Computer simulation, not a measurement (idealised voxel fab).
The following is a process module called voxel ribs on slabs.
We display cut, a cross-section 300 nm in width whose square cells are each 5 nm.
How to read a cross-section here: the picture is a grid of square cells, written as bands going from the top down, and any band can span one or more rows of cells.
Read a band's entry like this: the first values are the height of its top and the height of its bottom in nm, and what follows is the sequence of materials from left to right, each with its width in nm. Note that "blank" is empty space, and that a single material marked "all across" reaches across the band from edge to edge.
Heads up on the height convention: 0 is the point under which the incoming wafer is all one material, and the lowest band has no bottom, it just keeps going down, like "0 down".
The notation "30->40" denotes a width that varies across the rows of cells in the band, beginning at the first number in the top row, finishing at the second number in the bottom row, and changing by an identical amount from each row to the next.
For the purposes of this document, the phrase "no modifications" attached to a step denotes that no cell within the cross-section was modified by that step.
The list in "Unvented voids" covers empty spaces of 8 cells or more that cannot reach the top through any open way, and it gives each as width x height at distance; the distance is from the left edge, and width, height and distance are in nm.
On each step's line, the part that comes after the settings is the simulator's own comment on the step.
For masked steps, "overlay nm" on the step line gives how far right of plan the mask actually lay; a minus sign means it lay to the left.
-- Steps in the process plan
- 1: RECEIVE,material Si
- 2: DIRECTIONAL_DEP,material SiO2,thk nm 20
- 3: DIRECTIONAL_DEP,material SiN,thk nm 25
- 4: DIRECTIONAL_DEP,material aC,thk nm 15
- 5: PATTERN,tone cover,mask id RIB,material resist,width nm 15,thk nm 30,overlay nm 0
- 6: DIRECTIONAL_ETCH,etch materials aC,depth nm 15
- 7: STRIP,etch materials resist
- 8: DIRECTIONAL_ETCH,etch materials SiN,depth nm 10
- 9: STRIP,etch materials aC
- 10: DIRECTIONAL_DEP,material aC,thk nm 10
- 11: PATTERN,tone cover,mask id SLAB,material resist,width nm 55,thk nm 30,overlay nm 0
- 12: DIRECTIONAL_ETCH,etch materials aC,depth nm 10
- 13: STRIP,etch materials resist
- 14: DIRECTIONAL_ETCH,etch materials SiN,depth nm 15
- 15: STRIP,etch materials aC
- 16: FILL_DEP,material SiO2,thk nm 20
- 17: CMP,height nm 55
- 18: DIRECTIONAL_DEP,material W,thk nm 5
- 19: DIRECTIONAL_DEP,material aC,thk nm 10
- 20: PATTERN,tone cover,mask id HEATER,material resist,width nm 25,thk nm 30,overlay nm 0
- 21: DIRECTIONAL_ETCH,etch materials aC,depth nm 10
- 22: STRIP,etch materials resist
- 23: DIRECTIONAL_ETCH,etch materials W,depth nm 5
- 24: STRIP,etch materials aC
- 25: CONFORMAL_DEP,material SiO2,thk nm 10
-- Incoming wafer, cross-sectional view, post step 1
  0 down | Si all across
  Unvented voids: none
-- Starting wafer: above. Plan: above. Run: one mistake. Cross-section after the module: below
  70 to 65 | blank 125 nm / SiO2 45 nm / blank 130 nm
  65 to 60 | SiO2 all across
  60 to 55 | SiO2 135 nm / W 25 nm / SiO2 140 nm
  55 to 50 | SiO2 all across
  50 to 35 | SiO2 120 nm / SiN 55 nm / SiO2 125 nm
  35 to 20 | SiN all across
  20 to 0 | SiO2 all across
  0 down | Si all across
  Unvented voids: none
Where did the run depart from the plan? not per plan at step 4, really ran DIRECTIONAL_DEP,material SiN,thk nm 15
